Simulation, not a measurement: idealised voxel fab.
The process module presented herein is designated voxel wiring stack.
Xsec cut, 260 nm wide, square cell size 5 nm.
Cross-section format: a grid of square cells, given as bands from top to bottom; each band is one or more rows of cells.
Per band: top height and bottom height in nm, followed by the left-to-right materials and their widths in nm; "full width" marks a single material spanning edge to edge, "blank" marks empty space.
Heads up on the height convention: 0 is the point under which the incoming wafer is all one material, and the lowest band has no bottom, it just keeps going down, like "0 and below".
Width: "30->40" (first number = top row, second number = bottom row, same change from row to row of cells).
When a step is marked "no change", none of the cells in the cross-section changed during that step.
Listed in "Trapped voids": every empty space of 8 or more cells without an open way to the top. Form: width x height at distance, the distance being from the left edge, all in nm.
after a step's settings: what the simulator itself notes on the step
You can add "overlay nm" to a step's line. For a step with a mask, it describes how far the mask lay to the right of its planned position, and a negative number describes a lay to the left.

**Steps in the process plan**
1: RECEIVE with material Si
2: CONFORMAL_DEP with material SiO2, thk nm 15
3: DIRECTIONAL_DEP with material TiN, thk nm 5
4: DIRECTIONAL_DEP with material Ru, thk nm 25
5: PATTERN with tone cover, mask id METAL_1, material resist, width nm 30, pitch nm 45, thk nm 15, overlay nm 0
6: DIRECTIONAL_ETCH with etch materials Ru, depth nm 25
7: DIRECTIONAL_ETCH with etch materials TiN, depth nm 5
8: STRIP with etch materials resist
9: CONFORMAL_DEP with material SiCN, thk nm 5
10: FILL_DEP with material SiO2, thk nm 5
11: CMP with height nm 45
12: CONFORMAL_DEP with material SiCN, thk nm 5
13: DIRECTIONAL_DEP with material lowk, thk nm 20
14: MASKED_ETCH with tone open, mask id PLUG_1, width nm 15, pitch nm 90, etch materials lowk, depth nm 20, overlay nm 0
15: MASKED_ETCH with tone open, mask id PLUG_1, width nm 15, pitch nm 90, etch materials SiCN, depth nm 5, overlay nm 0
16: EPI with material Ru, thk nm 10
17: EPI with material Ru, thk nm 10
18: EPI with material Ru, thk nm 5
19: CONFORMAL_DEP with material SiN, thk nm 5
20: DIRECTIONAL_DEP with material SiO2, thk nm 25
21: DIRECTIONAL_DEP with material aC, thk nm 15
22: PATTERN with tone open, mask id METAL_2, material resist, width nm 30, pitch nm 45, thk nm 35, overlay nm 0
23: DIRECTIONAL_ETCH with etch materials aC, depth nm 15
24: STRIP with etch materials resist
25: DIRECTIONAL_ETCH with etch materials SiO2, depth nm 25
26: DIRECTIONAL_ETCH with etch materials SiN, depth nm 5
27: STRIP with etch materials aC
28: CONFORMAL_DEP with material TiN, thk nm 5
29: FILL_DEP with material Ru, thk nm 10
30: CMP with height nm 100
31: EPI with material Ru, thk nm 5
32: FILL_DEP with material SiCN, thk nm 5
33: DIRECTIONAL_DEP with material lowk, thk nm 25
34: PATTERN with tone open, mask id METAL_3, material resist, width nm 30, pitch nm 45, thk nm 20, overlay nm 0
35: DIRECTIONAL_ETCH with etch materials lowk, depth nm 15
36: STRIP with etch materials resist
37: DIRECTIONAL_DEP with material aC, thk nm 15
38: PATTERN with tone open, mask id METAL_3_HOLES, material resist, width nm 15, pitch nm 45, thk nm 30, overlay nm 0
39: DIRECTIONAL_ETCH with etch materials aC, depth nm 15
40: STRIP with etch materials resist
41: DIRECTIONAL_ETCH with etch materials lowk, depth nm 10
42: DIRECTIONAL_ETCH with etch materials SiCN, depth nm 5
43: STRIP with etch materials aC
44: CONFORMAL_DEP with material TiN, thk nm 5
45: FILL_DEP with material Cu, thk nm 5
46: CMP with height nm 135
47: CONFORMAL_DEP with material SiN, thk nm 5

**Cross-section of the incoming wafer, state after step 1**
    0 and below  Si full width
    Trapped voids: none

**a wafer at the end: this start, this plan, one mistake**
    140 down to 135  SiN full width
    135 down to 125  lowk: 70, TiN: 5, Cu: 20, TiN: 5, lowk: 15, TiN: 5, Cu: 20, TiN: 5, lowk: 15, TiN: 5, Cu: 20, TiN: 5, lowk: 70
    125 down to 120  lowk: 70, TiN: 5, Cu: 5, TiN: 20, lowk: 15, TiN: 5, Cu: 5, TiN: 20, lowk: 15, TiN: 5, Cu: 5, TiN: 20, lowk: 70
    120 down to 110  lowk: 70, TiN: 5, Cu: 5, TiN: 5, lowk: 30, TiN: 5, Cu: 5, TiN: 5, lowk: 30, TiN: 5, Cu: 5, TiN: 5, lowk: 85
    110 down to 105  SiCN: 70, TiN: 15, SiCN: 30, TiN: 15, SiCN: 30, TiN: 15, SiCN: 85
    105 down to 100  SiCN: 65, Ru: 40, SiCN: 5, Ru: 40, SiCN: 5, Ru: 40, SiCN: 65
    100 down to 75  SiO2: 70, TiN: 5, Ru: 20, TiN: 5, SiO2: 15, TiN: 5, Ru: 20, TiN: 5, SiO2: 15, TiN: 5, Ru: 20, TiN: 5, SiO2: 70
    75 down to 70  SiN: 70, TiN: 30, SiN: 15, TiN: 30, SiN: 15, TiN: 30, SiN: 70
    70 down to 50  lowk: 70, Ru: 15, lowk: 75, Ru: 15, lowk: 85
    50 down to 45  SiCN: 70, Ru: 15, SiCN: 75, Ru: 15, SiCN: 85
    45 down to 40  SiCN: 70, TiN: 30, SiCN: 15, TiN: 30, SiCN: 15, TiN: 30, SiCN: 70
    40 down to 15  Ru full width
    15 down to 0  SiO2 full width
    0 and below  Si full width
    Trapped voids: none
Nonconformance to the process plan: steps 3 and 4 swapped
